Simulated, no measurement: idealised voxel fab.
The process module that follows is named voxel released beams.
Section cut is 210 nm wide and gridded with 5 nm square cells.
Cross-section layout: square cells on a grid; listed as bands, top to bottom; a band spans one or more cell rows. Per band: top height and bottom height in nm, followed by the left-to-right materials and their widths in nm; "full width" marks a single material spanning edge to edge, "air" marks empty space. All heights in this document are referenced to 0, defined as the level beneath which the wafer, as received, consists entirely of one material. The lowest band is not bounded below; it extends indefinitely downward and is written in the form "0 and below". It should be noted that a width expressed as "30->40" varies in equal increments from row to row of cells within the band, taking the value of the first number at the top row and that of the second number at the bottom row. Step marked "everything unchanged"? Then no cell in the cross-section changed in it. For the entry "Voids, fully enclosed", the listed items are empty spaces with no open way to the top whose size is 8 cells or more; each item follows the pattern width x height at distance, where distance is from the left edge and all three are in nm. Post-settings text on a step line: simulator's own remark regarding the step. Steps that use a mask can have "overlay nm" on their line. It says how far the mask sat to the right of where it was meant to be. Negative means to the left.
[List of planned process steps]
| 1 | op RECEIVE | material Si |
| 2 | op CONFORMAL_DEP | material Al2O3 | thk nm 5 |
| 3 | op DIRECTIONAL_DEP | material SiO2 | thk nm 15 |
| 4 | op DIRECTIONAL_DEP | material aC | thk nm 15 |
| 5 | op PATTERN | tone open | mask id ANCHOR | material resist | width nm 30 | thk nm 30 | overlay nm 0 |
| 6 | op DIRECTIONAL_ETCH | etch materials aC | depth nm 15 |
| 7 | op STRIP | etch materials resist |
| 8 | op DIRECTIONAL_ETCH | etch materials SiO2 | depth nm 15 |
| 9 | op STRIP | etch materials aC |
| 10 | op CONFORMAL_DEP | material SiN | thk nm 10 |
| 11 | op MASKED_ETCH | tone cover | mask id BEAM | width nm 90 | etch materials SiN | depth nm 10 | overlay nm 0 |
| 12 | op STRIP | etch materials SiO2 |
[So this is the incoming wafer in cross-section - it's already been through step 1]
	0 and below  Si full width
	Voids, fully enclosed: none
[Here's the cross-section of the first of our two wafers at the end of the module - it ran as planned]
	30 down to 20  55 of air / 15 of SiN / 10 of air / 65 of SiN / 65 of air
	20 down to 15  60 of air / 10 of SiN / 10 of air / 10 of SiN / 120 of air
	15 down to 5  60 of air / 30 of SiN / 120 of air
	5 down to 0  Al2O3 full width
	0 and below  Si full width
	Voids, fully enclosed: none
[Second wafer through the module, sectioned at the end: same beginning and same plan as the first wafer, with one mistake in carrying it out]
	30 down to 20  55 of air / 90 of SiN / 65 of air
	20 down to 5  65 of air / 20 of SiN / 125 of air
	5 down to 0  Al2O3 full width
	0 and below  Si full width
	Voids, fully enclosed: none
What was done differently from what was planned? step 5: run off-plan, actual operation and settings op PATTERN | tone open | mask id ANCHOR | material resist | width nm 20 | thk nm 30 | overlay nm 0
Cell counts per material: same on both final wafers. Positions: different.
